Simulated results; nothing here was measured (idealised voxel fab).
Herein follows the process module entitled voxel air gaps.
Pictured: cross-section cut, 235 nm wide, on a grid of 5 nm square cells.
A cross-section is a grid of square cells, given in bands from the top down. A band is one or more rows of cells.
This entry defines a band. It first specifies the height of the band's top and the height of its bottom in nm, and then specifies the band's materials from left to right, stating each material with its width in nm. The word "throughout" identifies a single material that fills the band from edge to edge, while the word "empty" identifies empty space.
Beneath 0, the wafer as received is one material, and that level is where height counting begins. The lowest band goes on downward without a bottom; it is written like "0 down".
The notation "30 to 40" denotes a width that varies across the rows of cells in the band, beginning at the first number in the top row, finishing at the second number in the bottom row, and changing by an identical amount from each row to the next.
The cross-section has no changed cell in any step marked "changes: none".
"Voids, sealed": sealed empty spaces, 8 cells or more, no open way to top, listed width x height at distance, with distance from the left edge and width, height and distance in nm.
Note: text after step settings on the step line = simulator remark on that step.
Among the settings permitted on a step's line is "overlay nm"; applied to a step with a mask, it specifies the extent to which the mask lay to the right of its planned position, whereas a negative figure signifies a position to the left.
-- Intended process steps
1: op RECEIVE | material Si
2: op CONFORMAL_DEP | material SiO2 | thk nm 15
3: op CONFORMAL_DEP | material SiCN | thk nm 5
4: op DIRECTIONAL_DEP | material SiO2 | thk nm 35
5: op MASKED_ETCH | tone open | mask id LINES | width nm 25 | pitch nm 50 | etch materials SiO2 | depth nm 35 | overlay nm 0
6: op CONFORMAL_DEP | material TiN | thk nm 5
7: op FILL_DEP | material W | thk nm 10
8: op CMP | height nm 55
9: op EPI | material Ru | thk nm 10
10: op SELECTIVE_ETCH | etch materials SiO2 | depth nm 45
11: op CONFORMAL_DEP | material SiCN | thk nm 5
-- As-received wafer cross-section (after step 1)
> 0 down  Si throughout
> Voids, sealed: none
-- Cross-section: first of two wafers, module finished, run according to plan
> 70 to 65  empty (40) / SiCN (155) / empty (40)
> 65 to 55  empty (40) / SiCN (5) / Ru (45) / SiCN (5) / Ru (45) / SiCN (5) / Ru (45) / SiCN (5) / empty (40)
> 55 to 50  empty (40) / SiCN (15) / TiN (5) / W (15) / TiN (5) / SiCN (25) / TiN (5) / W (15) / TiN (5) / SiCN (25) / TiN (5) / W (15) / TiN (5) / SiCN (15) / empty (40)
> 50 to 25  empty (50) / SiCN (5) / TiN (5) / W (15) / TiN (5) / SiCN (5) / empty (15) / SiCN (5) / TiN (5) / W (15) / TiN (5) / SiCN (5) / empty (15) / SiCN (5) / TiN (5) / W (15) / TiN (5) / SiCN (5) / empty (50)
> 25 to 20  SiCN (55) / TiN (25) / SiCN (25) / TiN (25) / SiCN (25) / TiN (25) / SiCN (55)
> 20 to 15  SiCN throughout
> 15 to 0  SiO2 throughout
> 0 down  Si throughout
> Voids, sealed: 15 x 25 at 85; 15 x 25 at 135
-- Cross-sectional view of the second of two wafers upon completion of the module. This wafer shared its starting condition and process plan with the first; one error was made during its execution
> 70 to 65  empty (40) / SiCN (155) / empty (40)
> 65 to 55  empty (40) / SiCN (5) / Ru (45) / SiCN (5) / Ru (45) / SiCN (5) / Ru (45) / SiCN (5) / empty (40)
> 55 to 25  empty (40) / SiCN (5) / Ru (10) / TiN (5) / W (15) / TiN (5) / Ru (10) / SiCN (5) / Ru (10) / TiN (5) / W (15) / TiN (5) / Ru (10) / SiCN (5) / Ru (10) / TiN (5) / W (15) / TiN (5) / Ru (10) / SiCN (5) / empty (40)
> 25 to 20  SiCN (45) / Ru (10) / TiN (25) / Ru (10) / SiCN (5) / Ru (10) / TiN (25) / Ru (10) / SiCN (5) / Ru (10) / TiN (25) / Ru (10) / SiCN (45)
> 20 to 15  SiCN throughout
> 15 to 0  SiO2 throughout
> 0 down  Si throughout
> Voids, sealed: none
Where did the run depart from the plan? a sequencing error occurred in which plan steps 9 and 10 were transposed
Per the end-of-run cell counts, the second wafer holds more or fewer of some materials than the first: +84 Ru, -34 SiCN
Wafer, first: 2 closed voids at end. Wafer, second: 0.
